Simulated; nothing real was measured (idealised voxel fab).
process module | voxel tone inversion
cross-section cut | 205 nm wide | cells 5 nm
A cross-section is a grid of square cells, given in bands from the top down. A band is one or more rows of cells.
Each band's line starts with the height of the band's top and of its bottom, in nm. Then come its materials from left to right, each with its width in nm. One material with "throughout" fills the band from edge to edge. "air" is empty space.
Height 0 is the level under which the wafer as received is all one material. The lowest band goes on downwards, as in "0 down".
A width such as "30 to 40" changes by the same amount from each row of cells to the next, from the band's top row to its bottom row.
"no change" after a step means that no cell of the cross-section changed.
closed voids: empty space of 8 cells or more with no open way to the top, each as width x height at its distance from the left edge, in nm
after a step's settings: what the simulator itself notes on the step
overlay nm, on a step with a mask: how far to the right of its planned place the mask lay; to the left if negative
plan
1 op RECEIVE | material Si
2 op CONFORMAL_DEP | material SiCN | thk nm 10
3 op DIRECTIONAL_DEP | material aC | thk nm 15
4 op PATTERN | tone cover | mask id POSTS | material resist | width nm 25 | pitch nm 45 | thk nm 20 | overlay nm 0
5 op DIRECTIONAL_ETCH | etch materials aC | depth nm 15
6 op STRIP | etch materials resist
7 op FILL_DEP | material SiO2 | thk nm 10
8 op CMP | height nm 25
9 op STRIP | etch materials aC
as received, after step 1
  0 down: Si throughout
  closed voids: none
a wafer at the end: this start, this plan, one mistake
  25 to 0: SiCN throughout
  0 down: Si throughout
  closed voids: none
what went wrong: step 3 ran as: op DIRECTIONAL_DEP | material SiCN | thk nm 15
